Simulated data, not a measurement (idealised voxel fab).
process module | voxel transistor to metal
cross-section cut | 275 nm wide | cells 5 nm
A cross-section is a grid of square cells, given in bands from the top down. A band is one or more rows of cells.
Each band's line starts with the height of the band's top and of its bottom, in nm. Then come its materials from left to right, each with its width in nm. One material with "throughout" fills the band from edge to edge. "air" is empty space.
Height 0 is the level under which the wafer as received is all one material. The lowest band goes on downwards, as in "0 down".
A width such as "30 to 40" changes by the same amount from each row of cells to the next, from the band's top row to its bottom row.
"no change" after a step means that no cell of the cross-section changed.
closed voids: empty space of 8 cells or more with no open way to the top, each as width x height at its distance from the left edge, in nm
after a step's settings: what the simulator itself notes on the step
overlay nm, on a step with a mask: how far to the right of its planned place the mask lay; to the left if negative
plan
1 op RECEIVE | material Si
2 op CONFORMAL_DEP | material SiO2 | thk nm 5
3 op CONFORMAL_DEP | material SiN | thk nm 10
4 op PATTERN | tone cover | mask id ACTIVE | material resist | width nm 105 | pitch nm 125 | thk nm 15 | overlay nm 0
5 op DIRECTIONAL_ETCH | etch materials SiN | depth nm 10
6 op DIRECTIONAL_ETCH | etch materials SiO2 | depth nm 5
7 op DIRECTIONAL_ETCH | etch materials Si | depth nm 25
8 op STRIP | etch materials resist
9 op OXIDIZE | depth nm 5
10 op FILL_DEP | material SiO2 | thk nm 10
11 op CMP | height nm 15
12 op SELECTIVE_ETCH | etch materials SiO2 | depth nm 10
13 op STRIP | etch materials SiN
14 op SELECTIVE_ETCH | etch materials SiO2 | depth nm 5
15 op OXIDIZE | depth nm 5
16 op DIRECTIONAL_DEP | material polySi | thk nm 30
17 op DIRECTIONAL_DEP | material SiCN | thk nm 10
18 op MASKED_ETCH | tone cover | mask id GATE | width nm 25 | pitch nm 125 | etch materials SiCN | depth nm 20 | overlay nm 0
19 op MASKED_ETCH | tone cover | mask id GATE | width nm 25 | pitch nm 125 | etch materials polySi | depth nm 40 | overlay nm 0
20 op CONFORMAL_DEP | material SiO2 | thk nm 5
21 op DIRECTIONAL_ETCH | etch materials SiO2 | depth nm 5
22 op CONFORMAL_DEP | material SiN | thk nm 5
23 op DIRECTIONAL_ETCH | etch materials SiN | depth nm 5
24 op DIRECTIONAL_ETCH | etch materials SiO2 | depth nm 5
25 op DIRECTIONAL_ETCH | etch materials Si | depth nm 15
26 op EPI | material SiGe | thk nm 20
27 op FILL_DEP | material SiO2 | thk nm 5
28 op CMP | height nm 30
29 op STRIP | etch materials polySi
30 op SELECTIVE_ETCH | etch materials SiO2 | depth nm 5
31 op CONFORMAL_DEP | material HfO2 | thk nm 5
32 op CONFORMAL_DEP | material TiN | thk nm 5
33 op FILL_DEP | material W | thk nm 5
34 op CMP | height nm 25
35 op DIRECTIONAL_DEP | material SiO2 | thk nm 10
36 op PATTERN | tone open | mask id CONTACT | material resist | width nm 20 | thk nm 20 | overlay nm 0
37 op DIRECTIONAL_ETCH | etch materials SiO2 | depth nm 35
38 op STRIP | etch materials resist
39 op CONFORMAL_DEP | material TiN | thk nm 5
40 op FILL_DEP | material Ru | thk nm 10
41 op CMP | height nm 35
42 op DIRECTIONAL_DEP | material TiN | thk nm 5
43 op DIRECTIONAL_DEP | material Ru | thk nm 25
44 op DIRECTIONAL_DEP | material aC | thk nm 10
45 op PATTERN | tone cover | mask id METAL_1 | material resist | width nm 20 | thk nm 30 | overlay nm 0
46 op DIRECTIONAL_ETCH | etch materials aC | depth nm 10
47 op STRIP | etch materials resist
48 op DIRECTIONAL_ETCH | etch materials Ru | depth nm 25
49 op DIRECTIONAL_ETCH | etch materials TiN | depth nm 5
50 op STRIP | etch materials aC
51 op CONFORMAL_DEP | material SiN | thk nm 5
52 op FILL_DEP | material lowk | thk nm 10
53 op CMP | height nm 65
54 op CONFORMAL_DEP | material SiCN | thk nm 5
first wafer, as planned
as received, after step 1
  0 down: Si throughout
  closed voids: none
after step 2
  5 to 0: SiO2 throughout
  below 0: unchanged
after step 3
  15 to 5: SiN throughout
  below 5: unchanged
after step 4
  30 to 15: air 20 | resist 105 | air 20 | resist 105 | air 25
  below 15: unchanged
after step 5
  30 to 15: air 20 | resist 105 | air 20 | resist 105 | air 25
  15 to 5: air 20 | SiN 105 | air 20 | SiN 105 | air 25
  below 5: unchanged
after step 6
  30 to 15: air 20 | resist 105 | air 20 | resist 105 | air 25
  15 to 5: air 20 | SiN 105 | air 20 | SiN 105 | air 25
  5 to 0: air 20 | SiO2 105 | air 20 | SiO2 105 | air 25
  below 0: unchanged
after step 7
  30 to 15: air 20 | resist 105 | air 20 | resist 105 | air 25
  15 to 5: air 20 | SiN 105 | air 20 | SiN 105 | air 25
  5 to 0: air 20 | SiO2 105 | air 20 | SiO2 105 | air 25
  0 to -25: air 20 | Si 105 | air 20 | Si 105 | air 25
  below -25: unchanged
after step 8
  15 to 5: air 20 | SiN 105 | air 20 | SiN 105 | air 25
  below 5: unchanged
after step 9
  15 to 5: air 20 | SiN 105 | air 20 | SiN 105 | air 25
  5 to 0: air 20 | SiO2 105 | air 20 | SiO2 105 | air 25
  0 to -25: air 20 | SiO2 5 | Si 95 | SiO2 5 | air 20 | SiO2 5 | Si 95 | SiO2 5 | air 25
  -25 to -30: SiO2 25 | Si 95 | SiO2 30 | Si 95 | SiO2 30
  below -30: unchanged
after step 10
  25 to 15: SiO2 throughout
  15 to 5: SiO2 20 | SiN 105 | SiO2 20 | SiN 105 | SiO2 25
  5 to 0: SiO2 throughout
  0 to -30: SiO2 25 | Si 95 | SiO2 30 | Si 95 | SiO2 30
  below -30: unchanged
after step 11
  15 to 5: SiO2 20 | SiN 105 | SiO2 20 | SiN 105 | SiO2 25
  below 5: unchanged
after step 12
  15 to 5: air 20 | SiN 105 | air 20 | SiN 105 | air 25
  below 5: unchanged
after step 13
  5 to 0: SiO2 throughout
  below 0: unchanged
after step 14
  0 to -30: SiO2 25 | Si 95 | SiO2 30 | Si 95 | SiO2 30
  below -30: unchanged
after step 15
  0 to -5: SiO2 throughout
  below -5: unchanged
after step 16
  30 to 0: polySi throughout
  below 0: unchanged
after step 17
  40 to 30: SiCN throughout
  below 30: unchanged
after step 18
  40 to 30: air 60 | SiCN 25 | air 100 | SiCN 25 | air 65
  below 30: unchanged
after step 19
  40 to 30: air 60 | SiCN 25 | air 100 | SiCN 25 | air 65
  30 to 0: air 60 | polySi 25 | air 100 | polySi 25 | air 65
  below 0: unchanged
after step 20
  45 to 40: air 55 | SiO2 35 | air 90 | SiO2 35 | air 60
  40 to 30: air 55 | SiO2 5 | SiCN 25 | SiO2 5 | air 90 | SiO2 5 | SiCN 25 | SiO2 5 | air 60
  30 to 5: air 55 | SiO2 5 | polySi 25 | SiO2 5 | air 90 | SiO2 5 | polySi 25 | SiO2 5 | air 60
  5 to 0: SiO2 60 | polySi 25 | SiO2 100 | polySi 25 | SiO2 65
  below 0: unchanged
after step 21
  40 to 30: air 55 | SiO2 5 | SiCN 25 | SiO2 5 | air 90 | SiO2 5 | SiCN 25 | SiO2 5 | air 60
  30 to 0: air 55 | SiO2 5 | polySi 25 | SiO2 5 | air 90 | SiO2 5 | polySi 25 | SiO2 5 | air 60
  below 0: unchanged
after step 22
  45 to 40: air 50 | SiN 45 | air 80 | SiN 45 | air 55
  40 to 30: air 50 | SiN 5 | SiO2 5 | SiCN 25 | SiO2 5 | SiN 5 | air 80 | SiN 5 | SiO2 5 | SiCN 25 | SiO2 5 | SiN 5 | air 55
  30 to 5: air 50 | SiN 5 | SiO2 5 | polySi 25 | SiO2 5 | SiN 5 | air 80 | SiN 5 | SiO2 5 | polySi 25 | SiO2 5 | SiN 5 | air 55
  5 to 0: SiN 55 | SiO2 5 | polySi 25 | SiO2 5 | SiN 90 | SiO2 5 | polySi 25 | SiO2 5 | SiN 60
  below 0: unchanged
after step 23
  40 to 30: air 50 | SiN 5 | SiO2 5 | SiCN 25 | SiO2 5 | SiN 5 | air 80 | SiN 5 | SiO2 5 | SiCN 25 | SiO2 5 | SiN 5 | air 55
  30 to 0: air 50 | SiN 5 | SiO2 5 | polySi 25 | SiO2 5 | SiN 5 | air 80 | SiN 5 | SiO2 5 | polySi 25 | SiO2 5 | SiN 5 | air 55
  below 0: unchanged
after step 24
  40 to 35: air 50 | SiN 5 | air 5 | SiCN 25 | air 5 | SiN 5 | air 80 | SiN 5 | air 5 | SiCN 25 | air 5 | SiN 5 | air 55
  35 to 30: air 50 | SiN 5 | SiO2 5 | SiCN 25 | SiO2 5 | SiN 5 | air 80 | SiN 5 | SiO2 5 | SiCN 25 | SiO2 5 | SiN 5 | air 55
  30 to 0: air 50 | SiN 5 | SiO2 5 | polySi 25 | SiO2 5 | SiN 5 | air 80 | SiN 5 | SiO2 5 | polySi 25 | SiO2 5 | SiN 5 | air 55
  0 to -5: air 50 | SiO2 45 | air 80 | SiO2 45 | air 55
  below -5: unchanged
after step 25
  40 to 35: air 50 | SiN 5 | air 5 | SiCN 25 | air 5 | SiN 5 | air 80 | SiN 5 | air 5 | SiCN 25 | air 5 | SiN 5 | air 55
  35 to 30: air 50 | SiN 5 | SiO2 5 | SiCN 25 | SiO2 5 | SiN 5 | air 80 | SiN 5 | SiO2 5 | SiCN 25 | SiO2 5 | SiN 5 | air 55
  30 to 0: air 50 | SiN 5 | SiO2 5 | polySi 25 | SiO2 5 | SiN 5 | air 80 | SiN 5 | SiO2 5 | polySi 25 | SiO2 5 | SiN 5 | air 55
  0 to -5: air 50 | SiO2 45 | air 80 | SiO2 45 | air 55
  -5 to -20: SiO2 25 | air 25 | Si 45 | air 25 | SiO2 30 | air 25 | Si 45 | air 25 | SiO2 30
  below -20: unchanged
after step 26
  40 to 35: air 50 | SiN 5 | air 5 | SiCN 25 | air 5 | SiN 5 | air 80 | SiN 5 | air 5 | SiCN 25 | air 5 | SiN 5 | air 55
  35 to 30: air 50 | SiN 5 | SiO2 5 | SiCN 25 | SiO2 5 | SiN 5 | air 80 | SiN 5 | SiO2 5 | SiCN 25 | SiO2 5 | SiN 5 | air 55
  30 to 15: air 50 | SiN 5 | SiO2 5 | polySi 25 | SiO2 5 | SiN 5 | air 80 | SiN 5 | SiO2 5 | polySi 25 | SiO2 5 | SiN 5 | air 55
  15 to 0: air 30 | SiGe 20 | SiN 5 | SiO2 5 | polySi 25 | SiO2 5 | SiN 5 | SiGe 20 | air 40 | SiGe 20 | SiN 5 | SiO2 5 | polySi 25 | SiO2 5 | SiN 5 | SiGe 20 | air 35
  0 to -5: air 20 | SiGe 30 | SiO2 45 | SiGe 30 | air 20 | SiGe 30 | SiO2 45 | SiGe 30 | air 25
  -5 to -20: SiO2 25 | SiGe 25 | Si 45 | SiGe 25 | SiO2 30 | SiGe 25 | Si 45 | SiGe 25 | SiO2 30
  below -20: unchanged
after step 27
  45 to 40: SiO2 throughout
  40 to 30: SiO2 50 | SiN 5 | SiO2 5 | SiCN 25 | SiO2 5 | SiN 5 | SiO2 80 | SiN 5 | SiO2 5 | SiCN 25 | SiO2 5 | SiN 5 | SiO2 55
  30 to 15: SiO2 50 | SiN 5 | SiO2 5 | polySi 25 | SiO2 5 | SiN 5 | SiO2 80 | SiN 5 | SiO2 5 | polySi 25 | SiO2 5 | SiN 5 | SiO2 55
  15 to 0: SiO2 30 | SiGe 20 | SiN 5 | SiO2 5 | polySi 25 | SiO2 5 | SiN 5 | SiGe 20 | SiO2 40 | SiGe 20 | SiN 5 | SiO2 5 | polySi 25 | SiO2 5 | SiN 5 | SiGe 20 | SiO2 35
  0 to -5: SiO2 20 | SiGe 30 | SiO2 45 | SiGe 30 | SiO2 20 | SiGe 30 | SiO2 45 | SiGe 30 | SiO2 25
  below -5: unchanged
after step 28
  30 to 15: SiO2 50 | SiN 5 | SiO2 5 | polySi 25 | SiO2 5 | SiN 5 | SiO2 80 | SiN 5 | SiO2 5 | polySi 25 | SiO2 5 | SiN 5 | SiO2 55
  below 15: unchanged
after step 29
  30 to 15: SiO2 50 | SiN 5 | SiO2 5 | air 25 | SiO2 5 | SiN 5 | SiO2 80 | SiN 5 | SiO2 5 | air 25 | SiO2 5 | SiN 5 | SiO2 55
  15 to 0: SiO2 30 | SiGe 20 | SiN 5 | SiO2 5 | air 25 | SiO2 5 | SiN 5 | SiGe 20 | SiO2 40 | SiGe 20 | SiN 5 | SiO2 5 | air 25 | SiO2 5 | SiN 5 | SiGe 20 | SiO2 35
  below 0: unchanged
after step 30
  30 to 25: air 50 | SiN 5 | air 35 | SiN 5 | air 80 | SiN 5 | air 35 | SiN 5 | air 55
  25 to 15: SiO2 50 | SiN 5 | air 35 | SiN 5 | SiO2 80 | SiN 5 | air 35 | SiN 5 | SiO2 55
  15 to 0: SiO2 30 | SiGe 20 | SiN 5 | air 35 | SiN 5 | SiGe 20 | SiO2 40 | SiGe 20 | SiN 5 | air 35 | SiN 5 | SiGe 20 | SiO2 35
  0 to -5: SiO2 20 | SiGe 30 | SiO2 5 | air 35 | SiO2 5 | SiGe 30 | SiO2 20 | SiGe 30 | SiO2 5 | air 35 | SiO2 5 | SiGe 30 | SiO2 25
  below -5: unchanged
after step 31
  35 to 30: air 45 | HfO2 15 | air 25 | HfO2 15 | air 70 | HfO2 15 | air 25 | HfO2 15 | air 50
  30 to 25: HfO2 50 | SiN 5 | HfO2 5 | air 25 | HfO2 5 | SiN 5 | HfO2 80 | SiN 5 | HfO2 5 | air 25 | HfO2 5 | SiN 5 | HfO2 55
  25 to 15: SiO2 50 | SiN 5 | HfO2 5 | air 25 | HfO2 5 | SiN 5 | SiO2 80 | SiN 5 | HfO2 5 | air 25 | HfO2 5 | SiN 5 | SiO2 55
  15 to 0: SiO2 30 | SiGe 20 | SiN 5 | HfO2 5 | air 25 | HfO2 5 | SiN 5 | SiGe 20 | SiO2 40 | SiGe 20 | SiN 5 | HfO2 5 | air 25 | HfO2 5 | SiN 5 | SiGe 20 | SiO2 35
  0 to -5: SiO2 20 | SiGe 30 | SiO2 5 | HfO2 35 | SiO2 5 | SiGe 30 | SiO2 20 | SiGe 30 | SiO2 5 | HfO2 35 | SiO2 5 | SiGe 30 | SiO2 25
  below -5: unchanged
after step 32
  40 to 35: air 40 | TiN 25 | air 15 | TiN 25 | air 60 | TiN 25 | air 15 | TiN 25 | air 45
  35 to 30: TiN 45 | HfO2 15 | TiN 5 | air 15 | TiN 5 | HfO2 15 | TiN 70 | HfO2 15 | TiN 5 | air 15 | TiN 5 | HfO2 15 | TiN 50
  30 to 25: HfO2 50 | SiN 5 | HfO2 5 | TiN 5 | air 15 | TiN 5 | HfO2 5 | SiN 5 | HfO2 80 | SiN 5 | HfO2 5 | TiN 5 | air 15 | TiN 5 | HfO2 5 | SiN 5 | HfO2 55
  25 to 15: SiO2 50 | SiN 5 | HfO2 5 | TiN 5 | air 15 | TiN 5 | HfO2 5 | SiN 5 | SiO2 80 | SiN 5 | HfO2 5 | TiN 5 | air 15 | TiN 5 | HfO2 5 | SiN 5 | SiO2 55
  15 to 5: SiO2 30 | SiGe 20 | SiN 5 | HfO2 5 | TiN 5 | air 15 | TiN 5 | HfO2 5 | SiN 5 | SiGe 20 | SiO2 40 | SiGe 20 | SiN 5 | HfO2 5 | TiN 5 | air 15 | TiN 5 | HfO2 5 | SiN 5 | SiGe 20 | SiO2 35
  5 to 0: SiO2 30 | SiGe 20 | SiN 5 | HfO2 5 | TiN 25 | HfO2 5 | SiN 5 | SiGe 20 | SiO2 40 | SiGe 20 | SiN 5 | HfO2 5 | TiN 25 | HfO2 5 | SiN 5 | SiGe 20 | SiO2 35
  below 0: unchanged
after step 33
  45 to 40: W throughout
  40 to 35: W 40 | TiN 25 | W 15 | TiN 25 | W 60 | TiN 25 | W 15 | TiN 25 | W 45
  35 to 30: TiN 45 | HfO2 15 | TiN 5 | W 15 | TiN 5 | HfO2 15 | TiN 70 | HfO2 15 | TiN 5 | W 15 | TiN 5 | HfO2 15 | TiN 50
  30 to 25: HfO2 50 | SiN 5 | HfO2 5 | TiN 5 | W 15 | TiN 5 | HfO2 5 | SiN 5 | HfO2 80 | SiN 5 | HfO2 5 | TiN 5 | W 15 | TiN 5 | HfO2 5 | SiN 5 | HfO2 55
  25 to 15: SiO2 50 | SiN 5 | HfO2 5 | TiN 5 | W 15 | TiN 5 | HfO2 5 | SiN 5 | SiO2 80 | SiN 5 | HfO2 5 | TiN 5 | W 15 | TiN 5 | HfO2 5 | SiN 5 | SiO2 55
  15 to 5: SiO2 30 | SiGe 20 | SiN 5 | HfO2 5 | TiN 5 | W 15 | TiN 5 | HfO2 5 | SiN 5 | SiGe 20 | SiO2 40 | SiGe 20 | SiN 5 | HfO2 5 | TiN 5 | W 15 | TiN 5 | HfO2 5 | SiN 5 | SiGe 20 | SiO2 35
  below 5: unchanged
after step 34
  25 to 15: SiO2 50 | SiN 5 | HfO2 5 | TiN 5 | W 15 | TiN 5 | HfO2 5 | SiN 5 | SiO2 80 | SiN 5 | HfO2 5 | TiN 5 | W 15 | TiN 5 | HfO2 5 | SiN 5 | SiO2 55
  below 15: unchanged
after step 35
  35 to 25: SiO2 throughout
  below 25: unchanged
after step 36
  55 to 35: resist 25 | air 20 | resist 55 | air 20 | resist 30 | air 20 | resist 55 | air 20 | resist 30
  below 35: unchanged
after step 37
  55 to 35: resist 25 | air 20 | resist 55 | air 20 | resist 30 | air 20 | resist 55 | air 20 | resist 30
  35 to 25: SiO2 25 | air 20 | SiO2 55 | air 20 | SiO2 30 | air 20 | SiO2 55 | air 20 | SiO2 30
  25 to 15: SiO2 25 | air 20 | SiO2 5 | SiN 5 | HfO2 5 | TiN 5 | W 15 | TiN 5 | HfO2 5 | SiN 5 | SiO2 5 | air 20 | SiO2 30 | air 20 | SiO2 5 | SiN 5 | HfO2 5 | TiN 5 | W 15 | TiN 5 | HfO2 5 | SiN 5 | SiO2 5 | air 20 | SiO2 30
  15 to 5: SiO2 25 | air 5 | SiGe 20 | SiN 5 | HfO2 5 | TiN 5 | W 15 | TiN 5 | HfO2 5 | SiN 5 | SiGe 20 | air 5 | SiO2 30 | air 5 | SiGe 20 | SiN 5 | HfO2 5 | TiN 5 | W 15 | TiN 5 | HfO2 5 | SiN 5 | SiGe 20 | air 5 | SiO2 30
  5 to 0: SiO2 25 | air 5 | SiGe 20 | SiN 5 | HfO2 5 | TiN 25 | HfO2 5 | SiN 5 | SiGe 20 | air 5 | SiO2 30 | air 5 | SiGe 20 | SiN 5 | HfO2 5 | TiN 25 | HfO2 5 | SiN 5 | SiGe 20 | air 5 | SiO2 30
  below 0: unchanged
after step 38
  35 to 25: SiO2 25 | air 20 | SiO2 55 | air 20 | SiO2 30 | air 20 | SiO2 55 | air 20 | SiO2 30
  below 25: unchanged
after step 39
  40 to 35: TiN 30 | air 10 | TiN 65 | air 10 | TiN 40 | air 10 | TiN 65 | air 10 | TiN 35
  35 to 25: SiO2 25 | TiN 5 | air 10 | TiN 5 | SiO2 55 | TiN 5 | air 10 | TiN 5 | SiO2 30 | TiN 5 | air 10 | TiN 5 | SiO2 55 | TiN 5 | air 10 | TiN 5 | SiO2 30
  25 to 20: SiO2 25 | TiN 5 | air 10 | TiN 5 | SiO2 5 | SiN 5 | HfO2 5 | TiN 5 | W 15 | TiN 5 | HfO2 5 | SiN 5 | SiO2 5 | TiN 5 | air 10 | TiN 5 | SiO2 30 | TiN 5 | air 10 | TiN 5 | SiO2 5 | SiN 5 | HfO2 5 | TiN 5 | W 15 | TiN 5 | HfO2 5 | SiN 5 | SiO2 5 | TiN 5 | air 10 | TiN 5 | SiO2 30
  20 to 15: SiO2 25 | TiN 20 | SiO2 5 | SiN 5 | HfO2 5 | TiN 5 | W 15 | TiN 5 | HfO2 5 | SiN 5 | SiO2 5 | TiN 20 | SiO2 30 | TiN 20 | SiO2 5 | SiN 5 | HfO2 5 | TiN 5 | W 15 | TiN 5 | HfO2 5 | SiN 5 | SiO2 5 | TiN 20 | SiO2 30
  15 to 5: SiO2 25 | TiN 5 | SiGe 20 | SiN 5 | HfO2 5 | TiN 5 | W 15 | TiN 5 | HfO2 5 | SiN 5 | SiGe 20 | TiN 5 | SiO2 30 | TiN 5 | SiGe 20 | SiN 5 | HfO2 5 | TiN 5 | W 15 | TiN 5 | HfO2 5 | SiN 5 | SiGe 20 | TiN 5 | SiO2 30
  5 to 0: SiO2 25 | TiN 5 | SiGe 20 | SiN 5 | HfO2 5 | TiN 25 | HfO2 5 | SiN 5 | SiGe 20 | TiN 5 | SiO2 30 | TiN 5 | SiGe 20 | SiN 5 | HfO2 5 | TiN 25 | HfO2 5 | SiN 5 | SiGe 20 | TiN 5 | SiO2 30
  below 0: unchanged
after step 40
  50 to 40: Ru throughout
  40 to 35: TiN 30 | Ru 10 | TiN 65 | Ru 10 | TiN 40 | Ru 10 | TiN 65 | Ru 10 | TiN 35
  35 to 25: SiO2 25 | TiN 5 | Ru 10 | TiN 5 | SiO2 55 | TiN 5 | Ru 10 | TiN 5 | SiO2 30 | TiN 5 | Ru 10 | TiN 5 | SiO2 55 | TiN 5 | Ru 10 | TiN 5 | SiO2 30
  25 to 20: SiO2 25 | TiN 5 | Ru 10 | TiN 5 | SiO2 5 | SiN 5 | HfO2 5 | TiN 5 | W 15 | TiN 5 | HfO2 5 | SiN 5 | SiO2 5 | TiN 5 | Ru 10 | TiN 5 | SiO2 30 | TiN 5 | Ru 10 | TiN 5 | SiO2 5 | SiN 5 | HfO2 5 | TiN 5 | W 15 | TiN 5 | HfO2 5 | SiN 5 | SiO2 5 | TiN 5 | Ru 10 | TiN 5 | SiO2 30
  below 20: unchanged
after step 41
  35 to 25: SiO2 25 | TiN 5 | Ru 10 | TiN 5 | SiO2 55 | TiN 5 | Ru 10 | TiN 5 | SiO2 30 | TiN 5 | Ru 10 | TiN 5 | SiO2 55 | TiN 5 | Ru 10 | TiN 5 | SiO2 30
  below 25: unchanged
after step 42
  40 to 35: TiN throughout
  below 35: unchanged
after step 43
  65 to 40: Ru throughout
  below 40: unchanged
after step 44
  75 to 65: aC throughout
  below 65: unchanged
after step 45
  105 to 75: air 25 | resist 20 | air 55 | resist 20 | air 30 | resist 20 | air 55 | resist 20 | air 30
  below 75: unchanged
after step 46
  95 to 75: air 25 | resist 20 | air 55 | resist 20 | air 30 | resist 20 | air 55 | resist 20 | air 30
  75 to 65: air 25 | aC 20 | air 55 | aC 20 | air 30 | aC 20 | air 55 | aC 20 | air 30
  below 65: unchanged
after step 47
  75 to 65: air 25 | aC 20 | air 55 | aC 20 | air 30 | aC 20 | air 55 | aC 20 | air 30
  below 65: unchanged
after step 48
  75 to 65: air 25 | aC 20 | air 55 | aC 20 | air 30 | aC 20 | air 55 | aC 20 | air 30
  65 to 40: air 25 | Ru 20 | air 55 | Ru 20 | air 30 | Ru 20 | air 55 | Ru 20 | air 30
  below 40: unchanged
after step 49
  75 to 65: air 25 | aC 20 | air 55 | aC 20 | air 30 | aC 20 | air 55 | aC 20 | air 30
  65 to 40: air 25 | Ru 20 | air 55 | Ru 20 | air 30 | Ru 20 | air 55 | Ru 20 | air 30
  40 to 35: air 25 | TiN 20 | air 55 | TiN 20 | air 30 | TiN 20 | air 55 | TiN 20 | air 30
  below 35: unchanged
after step 50
  65 to 40: air 25 | Ru 20 | air 55 | Ru 20 | air 30 | Ru 20 | air 55 | Ru 20 | air 30
  below 40: unchanged
after step 51
  70 to 65: air 20 | SiN 30 | air 45 | SiN 30 | air 20 | SiN 30 | air 45 | SiN 30 | air 25
  65 to 40: air 20 | SiN 5 | Ru 20 | SiN 5 | air 45 | SiN 5 | Ru 20 | SiN 5 | air 20 | SiN 5 | Ru 20 | SiN 5 | air 45 | SiN 5 | Ru 20 | SiN 5 | air 25
  40 to 35: SiN 25 | TiN 20 | SiN 55 | TiN 20 | SiN 30 | TiN 20 | SiN 55 | TiN 20 | SiN 30
  below 35: unchanged
after step 52
  80 to 70: lowk throughout
  70 to 65: lowk 20 | SiN 30 | lowk 45 | SiN 30 | lowk 20 | SiN 30 | lowk 45 | SiN 30 | lowk 25
  65 to 40: lowk 20 | SiN 5 | Ru 20 | SiN 5 | lowk 45 | SiN 5 | Ru 20 | SiN 5 | lowk 20 | SiN 5 | Ru 20 | SiN 5 | lowk 45 | SiN 5 | Ru 20 | SiN 5 | lowk 25
  below 40: unchanged
after step 53
  65 to 40: lowk 20 | SiN 5 | Ru 20 | SiN 5 | lowk 45 | SiN 5 | Ru 20 | SiN 5 | lowk 20 | SiN 5 | Ru 20 | SiN 5 | lowk 45 | SiN 5 | Ru 20 | SiN 5 | lowk 25
  below 40: unchanged
after step 54
  70 to 65: SiCN throughout
  below 65: unchanged
second wafer: like start, like plan, one mistake. Through step 44 it matches the first wafer
when step 45 should have ended
  105 to 75: resist 25 | air 20 | resist 55 | air 20 | resist 30 | air 20 | resist 55 | air 20 | resist 30
  below 75: unchanged
when step 46 should have ended
  95 to 75: resist 25 | air 20 | resist 55 | air 20 | resist 30 | air 20 | resist 55 | air 20 | resist 30
  75 to 65: aC 25 | air 20 | aC 55 | air 20 | aC 30 | air 20 | aC 55 | air 20 | aC 30
  below 65: unchanged
when step 47 should have ended
  75 to 65: aC 25 | air 20 | aC 55 | air 20 | aC 30 | air 20 | aC 55 | air 20 | aC 30
  below 65: unchanged
when step 48 should have ended
  75 to 65: aC 25 | air 20 | aC 55 | air 20 | aC 30 | air 20 | aC 55 | air 20 | aC 30
  65 to 40: Ru 25 | air 20 | Ru 55 | air 20 | Ru 30 | air 20 | Ru 55 | air 20 | Ru 30
  below 40: unchanged
when step 49 should have ended
  75 to 65: aC 25 | air 20 | aC 55 | air 20 | aC 30 | air 20 | aC 55 | air 20 | aC 30
  65 to 40: Ru 25 | air 20 | Ru 55 | air 20 | Ru 30 | air 20 | Ru 55 | air 20 | Ru 30
  40 to 35: TiN 25 | air 20 | TiN 55 | air 20 | TiN 30 | air 20 | TiN 55 | air 20 | TiN 30
  below 35: unchanged
when step 50 should have ended
  65 to 40: Ru 25 | air 20 | Ru 55 | air 20 | Ru 30 | air 20 | Ru 55 | air 20 | Ru 30
  below 40: unchanged
when step 51 should have ended
  70 to 65: SiN 30 | air 10 | SiN 65 | air 10 | SiN 40 | air 10 | SiN 65 | air 10 | SiN 35
  65 to 40: Ru 25 | SiN 5 | air 10 | SiN 5 | Ru 55 | SiN 5 | air 10 | SiN 5 | Ru 30 | SiN 5 | air 10 | SiN 5 | Ru 55 | SiN 5 | air 10 | SiN 5 | Ru 30
  40 to 35: TiN 25 | SiN 20 | TiN 55 | SiN 20 | TiN 30 | SiN 20 | TiN 55 | SiN 20 | TiN 30
  below 35: unchanged
when step 52 should have ended
  80 to 70: lowk throughout
  70 to 65: SiN 30 | lowk 10 | SiN 65 | lowk 10 | SiN 40 | lowk 10 | SiN 65 | lowk 10 | SiN 35
  65 to 40: Ru 25 | SiN 5 | lowk 10 | SiN 5 | Ru 55 | SiN 5 | lowk 10 | SiN 5 | Ru 30 | SiN 5 | lowk 10 | SiN 5 | Ru 55 | SiN 5 | lowk 10 | SiN 5 | Ru 30
  below 40: unchanged
when step 53 should have ended
  65 to 40: Ru 25 | SiN 5 | lowk 10 | SiN 5 | Ru 55 | SiN 5 | lowk 10 | SiN 5 | Ru 30 | SiN 5 | lowk 10 | SiN 5 | Ru 55 | SiN 5 | lowk 10 | SiN 5 | Ru 30
  below 40: unchanged
when step 54 should have ended
  70 to 65: SiCN throughout
  below 65: unchanged
what went wrong: step 45 ran as: op PATTERN | tone open | mask id METAL_1 | material resist | width nm 20 | thk nm 30 | overlay nm 0
at the end the second wafer has, in cells: 115 more of Ru | 23 fewer of SiN | 23 more of TiN | 115 fewer of lowk
